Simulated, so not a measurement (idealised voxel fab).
This section sets out a process module, namely voxel trench capacitor.
Xsec cut, 245 nm wide, square cell size 5 nm.
How to read a cross-section here: the picture is a grid of square cells, written as bands going from the top down, and any band can span one or more rows of cells. First you get the band's top height and its bottom height, in nm, and then the materials it's made of, left to right, with each width in nm. If you see a single material with "all across", that one covers the band edge to edge. "empty" is empty space. Heights from 0 (as-received wafer is one material below). Bottom band endless downward, as "0 nm and below". Note: "30 to 40" means the width goes from the first number (top row of the band) to the second number (bottom row) in equal steps per row of cells. Where a step carries "nothing different", the cross-section came out of it unchanged, cell for cell. The entry titled "Sealed void inventory" provides the empty spaces that have no open way to the top, restricted to those of 8 cells or more. Each is presented as width x height at distance, the distance being measured from the left edge, with all three in nm. That trailing text on a step's line, after the settings, is the simulator's own remark on the step. Regarding "overlay nm": on a step with a mask, it is the distance the mask lay to the right of its planned place; a negative value places it to the left.

These are the steps we planned for the process:
- 1: RECEIVE,material Si
- 2: CONFORMAL_DEP,material SiN,thk nm 5
- 3: PATTERN,tone open,mask id TRENCH,material resist,width nm 25,pitch nm 50,thk nm 15,overlay nm 0
- 4: DIRECTIONAL_ETCH,etch materials SiN,depth nm 5
- 5: DIRECTIONAL_ETCH,etch materials Si,depth nm 40
- 6: STRIP,etch materials resist
- 7: CONFORMAL_DEP,material Al2O3,thk nm 5
- 8: CONFORMAL_DEP,material TiN,thk nm 5
- 9: FILL_DEP,material W,thk nm 10
- 10: CMP,height nm 5

Of two wafers, the first: run according to plan:

Step 1 complete: cross-section of the wafer as received:
  0 nm and below: Si all across
  Sealed void inventory: none

The wafer in cross-section once step 2 is complete:
  5 nm to 0 nm: SiN all across
  Beneath the level 0, the cross-section is identical to its previous state.

The wafer in cross-section once step 3 is complete:
  20 nm to 5 nm: resist: 85 / empty: 25 / resist: 25 / empty: 25 / resist: 85
  Beneath the level 5, the cross-section is identical to its previous state.

The wafer in cross-section once step 4 is complete:
  20 nm to 5 nm: resist: 85 / empty: 25 / resist: 25 / empty: 25 / resist: 85
  5 nm to 0 nm: SiN: 85 / empty: 25 / SiN: 25 / empty: 25 / SiN: 85
  Beneath the level 0, the cross-section is identical to its previous state.

The wafer in cross-section once step 5 is complete:
  20 nm to 5 nm: resist: 85 / empty: 25 / resist: 25 / empty: 25 / resist: 85
  5 nm to 0 nm: SiN: 85 / empty: 25 / SiN: 25 / empty: 25 / SiN: 85
  0 nm to -40 nm: Si: 85 / empty: 25 / Si: 25 / empty: 25 / Si: 85
  Beneath the level -40, the cross-section is identical to its previous state.

The wafer in cross-section once step 6 is complete:
  5 nm to 0 nm: SiN: 85 / empty: 25 / SiN: 25 / empty: 25 / SiN: 85
  Beneath the level 0, the cross-section is identical to its previous state.

The wafer in cross-section once step 7 is complete:
  10 nm to 5 nm: Al2O3: 90 / empty: 15 / Al2O3: 35 / empty: 15 / Al2O3: 90
  5 nm to 0 nm: SiN: 85 / Al2O3: 5 / empty: 15 / Al2O3: 5 / SiN: 25 / Al2O3: 5 / empty: 15 / Al2O3: 5 / SiN: 85
  0 nm to -35 nm: Si: 85 / Al2O3: 5 / empty: 15 / Al2O3: 5 / Si: 25 / Al2O3: 5 / empty: 15 / Al2O3: 5 / Si: 85
  -35 nm to -40 nm: Si: 85 / Al2O3: 25 / Si: 25 / Al2O3: 25 / Si: 85
  Beneath the level -40, the cross-section is identical to its previous state.

The wafer in cross-section once step 8 is complete:
  15 nm to 10 nm: TiN: 95 / empty: 5 / TiN: 45 / empty: 5 / TiN: 95
  10 nm to 5 nm: Al2O3: 90 / TiN: 5 / empty: 5 / TiN: 5 / Al2O3: 35 / TiN: 5 / empty: 5 / TiN: 5 / Al2O3: 90
  5 nm to 0 nm: SiN: 85 / Al2O3: 5 / TiN: 5 / empty: 5 / TiN: 5 / Al2O3: 5 / SiN: 25 / Al2O3: 5 / TiN: 5 / empty: 5 / TiN: 5 / Al2O3: 5 / SiN: 85
  0 nm to -30 nm: Si: 85 / Al2O3: 5 / TiN: 5 / empty: 5 / TiN: 5 / Al2O3: 5 / Si: 25 / Al2O3: 5 / TiN: 5 / empty: 5 / TiN: 5 / Al2O3: 5 / Si: 85
  -30 nm to -35 nm: Si: 85 / Al2O3: 5 / TiN: 15 / Al2O3: 5 / Si: 25 / Al2O3: 5 / TiN: 15 / Al2O3: 5 / Si: 85
  Beneath the level -35, the cross-section is identical to its previous state.

The wafer in cross-section once step 9 is complete:
  25 nm to 15 nm: W all across
  15 nm to 10 nm: TiN: 95 / W: 5 / TiN: 45 / W: 5 / TiN: 95
  10 nm to 5 nm: Al2O3: 90 / TiN: 5 / W: 5 / TiN: 5 / Al2O3: 35 / TiN: 5 / W: 5 / TiN: 5 / Al2O3: 90
  5 nm to 0 nm: SiN: 85 / Al2O3: 5 / TiN: 5 / W: 5 / TiN: 5 / Al2O3: 5 / SiN: 25 / Al2O3: 5 / TiN: 5 / W: 5 / TiN: 5 / Al2O3: 5 / SiN: 85
  0 nm to -30 nm: Si: 85 / Al2O3: 5 / TiN: 5 / W: 5 / TiN: 5 / Al2O3: 5 / Si: 25 / Al2O3: 5 / TiN: 5 / W: 5 / TiN: 5 / Al2O3: 5 / Si: 85
  Beneath the level -30, the cross-section is identical to its previous state.

The wafer in cross-section once step 10 is complete:
  5 nm to 0 nm: SiN: 85 / Al2O3: 5 / TiN: 5 / W: 5 / TiN: 5 / Al2O3: 5 / SiN: 25 / Al2O3: 5 / TiN: 5 / W: 5 / TiN: 5 / Al2O3: 5 / SiN: 85
  Beneath the level 0, the cross-section is identical to its previous state.

It is to be noted that the second wafer proceeded from the same initial state and according to the same plan as the first, although one mistake was committed in its execution; through step 2, inclusive, the two wafers share an identical history:

Second wafer, cross-section, planned end of step 3:
  20 nm to 5 nm: empty: 85 / resist: 25 / empty: 25 / resist: 25 / empty: 85
  Beneath the level 5, the cross-section is identical to its previous state.

Second wafer, cross-section, planned end of step 4:
  20 nm to 5 nm: empty: 85 / resist: 25 / empty: 25 / resist: 25 / empty: 85
  5 nm to 0 nm: empty: 85 / SiN: 25 / empty: 25 / SiN: 25 / empty: 85
  Beneath the level 0, the cross-section is identical to its previous state.

Second wafer, cross-section, planned end of step 5:
  20 nm to 5 nm: empty: 85 / resist: 25 / empty: 25 / resist: 25 / empty: 85
  5 nm to 0 nm: empty: 85 / SiN: 25 / empty: 25 / SiN: 25 / empty: 85
  0 nm to -40 nm: empty: 85 / Si: 25 / empty: 25 / Si: 25 / empty: 85
  Beneath the level -40, the cross-section is identical to its previous state.

Second wafer, cross-section, planned end of step 6:
  5 nm to 0 nm: empty: 85 / SiN: 25 / empty: 25 / SiN: 25 / empty: 85
  Beneath the level 0, the cross-section is identical to its previous state.

Second wafer, cross-section, planned end of step 7:
  10 nm to 5 nm: empty: 80 / Al2O3: 35 / empty: 15 / Al2O3: 35 / empty: 80
  5 nm to 0 nm: empty: 80 / Al2O3: 5 / SiN: 25 / Al2O3: 5 / empty: 15 / Al2O3: 5 / SiN: 25 / Al2O3: 5 / empty: 80
  0 nm to -35 nm: empty: 80 / Al2O3: 5 / Si: 25 / Al2O3: 5 / empty: 15 / Al2O3: 5 / Si: 25 / Al2O3: 5 / empty: 80
  -35 nm to -40 nm: Al2O3: 85 / Si: 25 / Al2O3: 25 / Si: 25 / Al2O3: 85
  Beneath the level -40, the cross-section is identical to its previous state.

Second wafer, cross-section, planned end of step 8:
  15 nm to 10 nm: empty: 75 / TiN: 45 / empty: 5 / TiN: 45 / empty: 75
  10 nm to 5 nm: empty: 75 / TiN: 5 / Al2O3: 35 / TiN: 5 / empty: 5 / TiN: 5 / Al2O3: 35 / TiN: 5 / empty: 75
  5 nm to 0 nm: empty: 75 / TiN: 5 / Al2O3: 5 / SiN: 25 / Al2O3: 5 / TiN: 5 / empty: 5 / TiN: 5 / Al2O3: 5 / SiN: 25 / Al2O3: 5 / TiN: 5 / empty: 75
  0 nm to -30 nm: empty: 75 / TiN: 5 / Al2O3: 5 / Si: 25 / Al2O3: 5 / TiN: 5 / empty: 5 / TiN: 5 / Al2O3: 5 / Si: 25 / Al2O3: 5 / TiN: 5 / empty: 75
  -30 nm to -35 nm: TiN: 80 / Al2O3: 5 / Si: 25 / Al2O3: 5 / TiN: 15 / Al2O3: 5 / Si: 25 / Al2O3: 5 / TiN: 80
  Beneath the level -35, the cross-section is identical to its previous state.

Second wafer, cross-section, planned end of step 9:
  25 nm to 15 nm: W all across
  15 nm to 10 nm: W: 75 / TiN: 45 / W: 5 / TiN: 45 / W: 75
  10 nm to 5 nm: W: 75 / TiN: 5 / Al2O3: 35 / TiN: 5 / W: 5 / TiN: 5 / Al2O3: 35 / TiN: 5 / W: 75
  5 nm to 0 nm: W: 75 / TiN: 5 / Al2O3: 5 / SiN: 25 / Al2O3: 5 / TiN: 5 / W: 5 / TiN: 5 / Al2O3: 5 / SiN: 25 / Al2O3: 5 / TiN: 5 / W: 75
  0 nm to -30 nm: W: 75 / TiN: 5 / Al2O3: 5 / Si: 25 / Al2O3: 5 / TiN: 5 / W: 5 / TiN: 5 / Al2O3: 5 / Si: 25 / Al2O3: 5 / TiN: 5 / W: 75
  Beneath the level -30, the cross-section is identical to its previous state.

Second wafer, cross-section, planned end of step 10:
  5 nm to 0 nm: W: 75 / TiN: 5 / Al2O3: 5 / SiN: 25 / Al2O3: 5 / TiN: 5 / W: 5 / TiN: 5 / Al2O3: 5 / SiN: 25 / Al2O3: 5 / TiN: 5 / W: 75
  Beneath the level 0, the cross-section is identical to its previous state.
what went wrong: step 3 did not use the planned setting and instead ran as PATTERN,tone cover,mask id TRENCH,material resist,width nm 25,pitch nm 50,thk nm 15,overlay nm 0
Final comparison by cell count, materials where the second wafer has more or fewer than the first: 29 more of Al2O3; 232 fewer of Si; 29 fewer of SiN; 29 more of TiN; 203 more of W
